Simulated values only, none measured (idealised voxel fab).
Process module name: voxel fin reveal
Section shown: cut. Width: 270 nm. Cell size: 5 nm, square.
Square cells in a grid make up a cross-section in this document, and the grid is given as bands, listed from the top down, each one or more rows of cells. Quick guide to a band line: top height, bottom height (nm) up front; then every material left to right with its width in nm. Only one material and it's marked "edge to edge"? Then it fills the band edge to edge. And "air" just means empty space. Zero point of the height axis is 0; under it, received wafer = one material. Lowest band: continues down indefinitely, "0 and below". A two-number width, for instance "30->40", indicates that the width is equal to the first number in the top row of the band and to the second number in the bottom row, and that it changes by a constant amount per row of cells. "nothing different" for a step: no cell of the cross-section changed in that step. Heads up: "Closed void table" only lists the empty pockets with no open path to the top that are 8 cells or more, and it writes them as width x height at distance, distance from the left edge, in nm. On each step's line, the part that comes after the settings is the simulator's own comment on the step. If you see "overlay nm" on a step's line and that step has a mask, it's telling you how far right of where it was planned the mask ended up; a negative number means it went left instead.

# List of planned process steps
1) RECEIVE, material Si
2) CONFORMAL_DEP, material SiN, thk nm 10
3) MASKED_ETCH, tone cover, mask id FINS, width nm 15, pitch nm 40, etch materials SiN, depth nm 10, overlay nm 0
4) MASKED_ETCH, tone cover, mask id FINS, width nm 15, pitch nm 40, etch materials Si, depth nm 30, overlay nm 0
5) OXIDIZE, depth nm 5
6) FILL_DEP, material SiO2, thk nm 5
7) CMP, height nm 10
8) SELECTIVE_ETCH, etch materials SiO2, depth nm 30
9) STRIP, etch materials SiN
10) CONFORMAL_DEP, material HfO2, thk nm 5

# As received (post step 1): cross-section
- 0 and below  Si edge to edge
- Closed void table: none

# Starting wafer: above. Plan: above. Run: one mistake. Cross-section after the module: below
- 0 down to -20  air (110); Si (5); air (35); Si (5); air (115)
- -20 down to -35  SiO2 (110); Si (5); SiO2 (35); Si (5); SiO2 (115)
- -35 and below  Si edge to edge
- Closed void table: none
In executing the process, a mistake was made relative to the plan: plan step 10: skipped, not run
